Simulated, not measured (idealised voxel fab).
Title: Process Module voxel capacitor over wiring
Square cell edge 5 nm, section width 230 nm, ID cut.
Throughout this document, each cross-section is represented as a grid of square cells and is presented as a sequence of bands enumerated from the top downward, where a band comprises one or more rows of cells. Basically the band line says how high the top is and how high the bottom is, in nm, and then what's in it from left to right, every material with its width in nm. Empty space shows up as "blank", and if a single material carries "edge to edge" it runs the full band edge to edge. The level at which height equals 0 is the one under which the wafer, as it arrives, is entirely one material. No lower edge exists for the bottom band, which continues downward and is notated as in "0..down". So if you see something like "30 to 40" for the width, read it as the top row of the band sitting at the first number and the bottom row at the second, with every row in between moving by the same amount as the last. Basically "remained unchanged" means that step didn't change any cell in the cross-section. Any empty space of 8 cells or more lacking an open way to the top shows up in "closed voids" as width x height at distance, distance from the left edge, in nm. On a step's line, text after the settings is the simulator commenting on that step. overlay nm: on a step with a mask, how far right of its planned place the mask lay; negative means left.

Process steps (planned)
1) RECEIVE (material Si)
2) CONFORMAL_DEP (material SiO2; thk nm 10)
3) CONFORMAL_DEP (material SiN; thk nm 5)
4) DIRECTIONAL_DEP (material SiO2; thk nm 25)
5) DIRECTIONAL_DEP (material aC; thk nm 10)
6) PATTERN (tone open; mask id METAL_1; material resist; width nm 20; pitch nm 90; thk nm 30; overlay nm 0)
7) DIRECTIONAL_ETCH (etch materials aC; depth nm 10)
8) STRIP (etch materials resist)
9) DIRECTIONAL_ETCH (etch materials SiO2; depth nm 25)
10) DIRECTIONAL_ETCH (etch materials SiN; depth nm 5)
11) STRIP (etch materials aC)
12) CONFORMAL_DEP (material TiN; thk nm 5)
13) FILL_DEP (material Cu; thk nm 5)
14) CMP (height nm 40)
15) CONFORMAL_DEP (material SiCN; thk nm 5)
16) DIRECTIONAL_DEP (material lowk; thk nm 20)
17) DIRECTIONAL_DEP (material aC; thk nm 10)
18) PATTERN (tone open; mask id PLUG_1; material resist; width nm 15; thk nm 25; overlay nm 0)
19) DIRECTIONAL_ETCH (etch materials aC; depth nm 10)
20) STRIP (etch materials resist)
21) DIRECTIONAL_ETCH (etch materials lowk; depth nm 20)
22) DIRECTIONAL_ETCH (etch materials SiCN; depth nm 5)
23) STRIP (etch materials aC)
24) CONFORMAL_DEP (material TiN; thk nm 5)
25) FILL_DEP (material W; thk nm 10)
26) CMP (height nm 65)
27) DIRECTIONAL_DEP (material TiN; thk nm 10)
28) DIRECTIONAL_DEP (material HfO2; thk nm 5)
29) DIRECTIONAL_DEP (material TiN; thk nm 5)
30) DIRECTIONAL_DEP (material aC; thk nm 15)
31) PATTERN (tone cover; mask id UPPER_PLATE; material resist; width nm 75; thk nm 35; overlay nm 0)
32) DIRECTIONAL_ETCH (etch materials aC; depth nm 15)
33) STRIP (etch materials resist)
34) DIRECTIONAL_ETCH (etch materials TiN; depth nm 5)
35) DIRECTIONAL_ETCH (etch materials HfO2; depth nm 5)
36) STRIP (etch materials aC)
37) PATTERN (tone cover; mask id LOWER_PLATE; material resist; width nm 85; thk nm 20; overlay nm 0)
38) DIRECTIONAL_ETCH (etch materials TiN; depth nm 10)
39) STRIP (etch materials resist)
40) FILL_DEP (material SiO2; thk nm 15)
41) CMP (height nm 95)
42) MASKED_ETCH (tone open; mask id PLUG_2; width nm 15; etch materials SiO2; depth nm 10; overlay nm 0)
43) CONFORMAL_DEP (material TiN; thk nm 5)
44) FILL_DEP (material W; thk nm 10)
45) CMP (height nm 95)
46) CONFORMAL_DEP (material SiN; thk nm 5)

Cross-section of the wafer as it came to us, i.e., already through step 1
- 0..down = Si edge to edge
- closed voids: none

Result of the module, cross-sectioned: start per above, plan per above, one error in how it was run
- 100..95 = SiN edge to edge
- 95..90 = 75 of SiO2, then 5 of TiN, then 5 of W, then 5 of TiN, then 140 of SiO2
- 90..80 = 75 to 65 of SiO2, then 15 to 75 of TiN, then 140 to 90 of SiO2
- 80..75 = 65 of SiO2, then 75 of HfO2, then 90 of SiO2
- 75..65 = 60 of SiO2, then 85 of TiN, then 85 of SiO2
- 65..55 = 65 of lowk, then 5 of TiN, then 5 of W, then 5 of TiN, then 150 of lowk
- 55..50 = 65 of SiCN, then 15 of TiN, then 150 of SiCN
- 50..40 = SiCN edge to edge
- 40..15 = 60 of SiO2, then 5 of TiN, then 10 of Cu, then 5 of TiN, then 70 of SiO2, then 5 of TiN, then 10 of Cu, then 5 of TiN, then 60 of SiO2
- 15..10 = 60 of SiN, then 20 of TiN, then 70 of SiN, then 20 of TiN, then 60 of SiN
- 10..0 = SiO2 edge to edge
- 0..down = Si edge to edge
- closed voids: none
What broke from the plan during processing? step 15 off recipe, ran as CONFORMAL_DEP (material SiCN; thk nm 15)
